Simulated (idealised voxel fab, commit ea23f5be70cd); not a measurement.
process module | voxel air gaps
cross-section cut | 290 nm wide | cells 5 nm
A cross-section is a grid of square cells, given in bands from the top down. A band is one or more rows of cells.
Each band's line starts with the height of the band's top and of its bottom, in nm. Then come its materials from left to right, each with its width in nm. One material with "throughout" fills the band from edge to edge. "air" is empty space.
Height 0 is the level under which the wafer as received is all one material. The lowest band goes on downwards, as in "0 down".
A width such as "30 to 40" changes by the same amount from each row of cells to the next, from the band's top row to its bottom row.
"no change" after a step means that no cell of the cross-section changed.
closed voids: empty space of 8 cells or more with no open way to the top, each as width x height at its distance from the left edge, in nm
after a step's settings: what the simulator itself notes on the step
overlay nm, on a step with a mask: how far to the right of its planned place the mask lay; to the left if negative
plan
1 op RECEIVE | material Si
2 op CONFORMAL_DEP | material SiO2 | thk nm 15
3 op CONFORMAL_DEP | material SiN | thk nm 5
4 op DIRECTIONAL_DEP | material SiO2 | thk nm 40
5 op PATTERN | tone open | mask id LINES | material resist | width nm 25 | pitch nm 50 | thk nm 15 | overlay nm 0
6 op DIRECTIONAL_ETCH | etch materials SiO2 | depth nm 40
7 op STRIP | etch materials resist
8 op CONFORMAL_DEP | material TiN | thk nm 5
9 op FILL_DEP | material Ru | thk nm 5
10 op CMP | height nm 60
11 op EPI | material Ru | thk nm 10
12 op SELECTIVE_ETCH | etch materials SiO2 | depth nm 50
13 op CONFORMAL_DEP | material SiCN | thk nm 5
as received, after step 1
  0 down: Si throughout
  closed voids: none
first wafer at the end, as planned
  75 to 70: air 65 | SiCN 155 | air 70
  70 to 60: air 65 | SiCN 5 | Ru 45 | SiCN 5 | Ru 45 | SiCN 5 | Ru 45 | SiCN 5 | air 70
  60 to 55: air 65 | SiCN 15 | TiN 5 | Ru 15 | TiN 5 | SiCN 25 | TiN 5 | Ru 15 | TiN 5 | SiCN 25 | TiN 5 | Ru 15 | TiN 5 | SiCN 15 | air 70
  55 to 25: air 75 | SiCN 5 | TiN 5 | Ru 15 | TiN 5 | SiCN 5 | air 15 | SiCN 5 | TiN 5 | Ru 15 | TiN 5 | SiCN 5 | air 15 | SiCN 5 | TiN 5 | Ru 15 | TiN 5 | SiCN 5 | air 80
  25 to 20: SiCN 80 | TiN 25 | SiCN 25 | TiN 25 | SiCN 25 | TiN 25 | SiCN 85
  20 to 15: SiN throughout
  15 to 0: SiO2 throughout
  0 down: Si throughout
  closed voids: 15 x 30 at 110; 15 x 30 at 160
second wafer at the end: like start, like plan, one mistake
  75 to 70: air 65 | SiCN 155 | air 70
  70 to 60: air 65 | SiCN 5 | Ru 45 | SiCN 5 | Ru 45 | SiCN 5 | Ru 45 | SiCN 5 | air 70
  60 to 55: air 65 | SiCN 15 | TiN 5 | Ru 15 | TiN 5 | SiCN 25 | TiN 5 | Ru 15 | TiN 5 | SiCN 25 | TiN 5 | Ru 15 | TiN 5 | SiCN 15 | air 70
  55 to 40: air 75 | SiCN 5 | TiN 5 | Ru 15 | TiN 5 | SiCN 5 | air 15 | SiCN 5 | TiN 5 | Ru 15 | TiN 5 | SiCN 5 | air 15 | SiCN 5 | TiN 5 | Ru 15 | TiN 5 | SiCN 5 | air 80
  40 to 35: SiCN 80 | TiN 25 | SiCN 25 | TiN 25 | SiCN 25 | TiN 25 | SiCN 85
  35 to 30: SiN throughout
  30 to 0: SiO2 throughout
  0 down: Si throughout
  closed voids: 15 x 15 at 110; 15 x 15 at 160
what went wrong: step 2 was run twice
at the end the second wafer has, in cells: 27 fewer of Ru | 18 fewer of SiCN | 174 more of SiO2 | 18 fewer of TiN
